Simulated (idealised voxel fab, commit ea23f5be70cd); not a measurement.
Proc. module: voxel gate over fins
Cross-sectional view cut (width: 270 nm; square cell size: 5 nm).
For the purposes of this document, a cross-section shall be understood as a grid of square cells, specified as bands listed in top-to-bottom order, each band consisting of one or more rows of cells. What a band's entry tells you: where the top is and where the bottom is, as heights in nm, and after that what lies inside, material by material from left to right, each with its width in nm. Empty space is written as the word "air", and a single material marked with the word "all across" occupies the band from edge to edge. Height datum 0, below which the as-received substrate wafer is one material. Lowest band open at the bottom, running downward: "from 0 down". The two numbers in a width such as "30 to 40" mark its ends across the band: the first belongs to the top row of cells, the second to the bottom row, and from each row to the next the width moves by the same amount. "no alteration" means the step left every cell of the cross-section as it was. If an empty space has no open way to the top and is at least 8 cells in size, "Tabulated closed voids" lists it, written width x height at distance, where distance is measured from the left edge and every value is in nm. If you see something after the settings on a step's line, that's the simulator's own remark about that step. overlay nm: mask offset rightward from planned place, masked step; negative means leftward offset.
-- List of planned process steps
| 1 | RECEIVE [material Si] |
| 2 | CONFORMAL_DEP [material SiN] [thk nm 5] |
| 3 | MASKED_ETCH [tone cover] [mask id FINS] [width nm 15] [pitch nm 55] [etch materials SiN] [depth nm 5] [overlay nm 0] |
| 4 | MASKED_ETCH [tone cover] [mask id FINS] [width nm 15] [pitch nm 55] [etch materials Si] [depth nm 30] [overlay nm 0] |
| 5 | FILL_DEP [material SiO2] [thk nm 15] |
| 6 | CMP [height nm 5] |
| 7 | DIRECTIONAL_DEP [material aC] [thk nm 15] |
| 8 | PATTERN [tone open] [mask id RAIL] [material resist] [width nm 15] [thk nm 35] [overlay nm 0] |
| 9 | DIRECTIONAL_ETCH [etch materials aC] [depth nm 15] |
| 10 | STRIP [etch materials resist] |
| 11 | DIRECTIONAL_ETCH [etch materials SiO2] [depth nm 30] |
| 12 | STRIP [etch materials aC] |
| 13 | CONFORMAL_DEP [material TiN] [thk nm 5] |
| 14 | FILL_DEP [material Ru] [thk nm 5] |
| 15 | CMP [height nm 5] |
| 16 | SELECTIVE_ETCH [etch materials W Ru TiN] [depth nm 25] |
| 17 | FILL_DEP [material SiO2] [thk nm 5] |
| 18 | CMP [height nm 5] |
| 19 | SELECTIVE_ETCH [etch materials SiO2] [depth nm 20] |
| 20 | STRIP [etch materials SiN] |
| 21 | CONFORMAL_DEP [material HfO2] [thk nm 5] |
| 22 | CONFORMAL_DEP [material TiN] [thk nm 5] |
| 23 | FILL_DEP [material W] [thk nm 10] |
| 24 | CMP [height nm 15] |
| 25 | CONFORMAL_DEP [material SiN] [thk nm 10] |
-- Incoming wafer, cross-sectional view, post step 1
- from 0 down | Si all across
- Tabulated closed voids: none
-- Wafer at module end, in section. Began as above, planned as above, run with one mistake
- from 25 to 15 | SiN all across
- from 15 to 5 | W all across
- from 5 to 0 | W: 95 / TiN: 25 / W: 30 / TiN: 25 / W: 95
- from 0 to -10 | W: 95 / TiN: 5 / Si: 15 / TiN: 5 / W: 30 / TiN: 5 / Si: 15 / TiN: 5 / W: 95
- from -10 to -15 | TiN: 100 / Si: 15 / TiN: 40 / Si: 15 / TiN: 100
- from -15 to -20 | SiO2: 100 / Si: 15 / SiO2: 40 / Si: 15 / SiO2: 100
- from -20 to -25 | SiO2: 100 / Si: 15 / SiO2: 10 / TiN: 15 / SiO2: 15 / Si: 15 / SiO2: 100
- from -25 to -30 | SiO2: 100 / Si: 15 / SiO2: 40 / Si: 15 / SiO2: 100
- from -30 down | Si all across
- Tabulated closed voids: none
In executing the process, a mistake was made relative to the plan: plan step 21 never ran because it was skipped
